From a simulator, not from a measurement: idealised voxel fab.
process module | voxel ribs on slabs
cross-section cut | 245 nm wide | cells 5 nm
A cross-section is a grid of square cells, given in bands from the top down. A band is one or more rows of cells.
Each band's line starts with the height of the band's top and of its bottom, in nm. Then come its materials from left to right, each with its width in nm. One material with "throughout" fills the band from edge to edge. "air" is empty space.
Height 0 is the level under which the wafer as received is all one material. The lowest band goes on downwards, as in "0 down".
A width such as "30 to 40" changes by the same amount from each row of cells to the next, from the band's top row to its bottom row.
"no change" after a step means that no cell of the cross-section changed.
closed voids: empty space of 8 cells or more with no open way to the top, each as width x height at its distance from the left edge, in nm
after a step's settings: what the simulator itself notes on the step
overlay nm, on a step with a mask: how far to the right of its planned place the mask lay; to the left if negative
plan
1 op RECEIVE | material Si
2 op DIRECTIONAL_DEP | material SiO2 | thk nm 25
3 op DIRECTIONAL_DEP | material SiN | thk nm 25
4 op DIRECTIONAL_DEP | material aC | thk nm 15
5 op PATTERN | tone cover | mask id RIB | material resist | width nm 15 | thk nm 30 | overlay nm 0
6 op DIRECTIONAL_ETCH | etch materials aC | depth nm 5
7 op STRIP | etch materials resist
8 op DIRECTIONAL_ETCH | etch materials SiN | depth nm 5
9 op STRIP | etch materials aC
10 op MASKED_ETCH | tone cover | mask id SLAB | width nm 55 | etch materials SiN | depth nm 20 | overlay nm 0
11 op FILL_DEP | material SiO2 | thk nm 20
12 op CMP | height nm 65
13 op DIRECTIONAL_DEP | material TiN | thk nm 10
14 op PATTERN | tone cover | mask id HEATER | material resist | width nm 25 | thk nm 15 | overlay nm 0
15 op DIRECTIONAL_ETCH | etch materials TiN | depth nm 10
16 op STRIP | etch materials resist
17 op CONFORMAL_DEP | material SiN | thk nm 10
varied across the wafers: depth nm of step 6. The plan shows the first wafer's value. All wafers start alike
first wafer as received, after step 1
  0 down: Si throughout
  closed voids: none
first wafer at the end, after step 17
  85 to 75: air 100 | SiN 45 | air 100
  75 to 65: SiN 110 | TiN 25 | SiN 110
  65 to 50: SiO2 throughout
  50 to 30: SiO2 95 | SiN 55 | SiO2 95
  30 to 25: SiN throughout
  25 to 0: SiO2 throughout
  0 down: Si throughout
  closed voids: none
last wafer at the end
  85 to 75: air 100 | SiN 45 | air 100
  75 to 65: SiN 110 | TiN 25 | SiN 110
  65 to 50: SiO2 throughout
  50 to 45: SiO2 115 | SiN 15 | SiO2 115
  45 to 25: SiO2 95 | SiN 55 | SiO2 95
  25 to 0: SiO2 throughout
  0 down: Si throughout
  closed voids: none
each wafer at the end: cells of each material gained (+) or lost (-) since it was received, then its closed voids
depth nm 5 | +199 SiN | +544 SiO2 | +10 TiN | closed voids: none
depth nm 10 | +199 SiN | +544 SiO2 | +10 TiN | closed voids: none
depth nm 15 | +153 SiN | +590 SiO2 | +10 TiN | closed voids: none
depth nm 20 | +153 SiN | +590 SiO2 | +10 TiN | closed voids: none
depth nm 25 | +153 SiN | +590 SiO2 | +10 TiN | closed voids: none
depth nm 30 | +153 SiN | +590 SiO2 | +10 TiN | closed voids: none
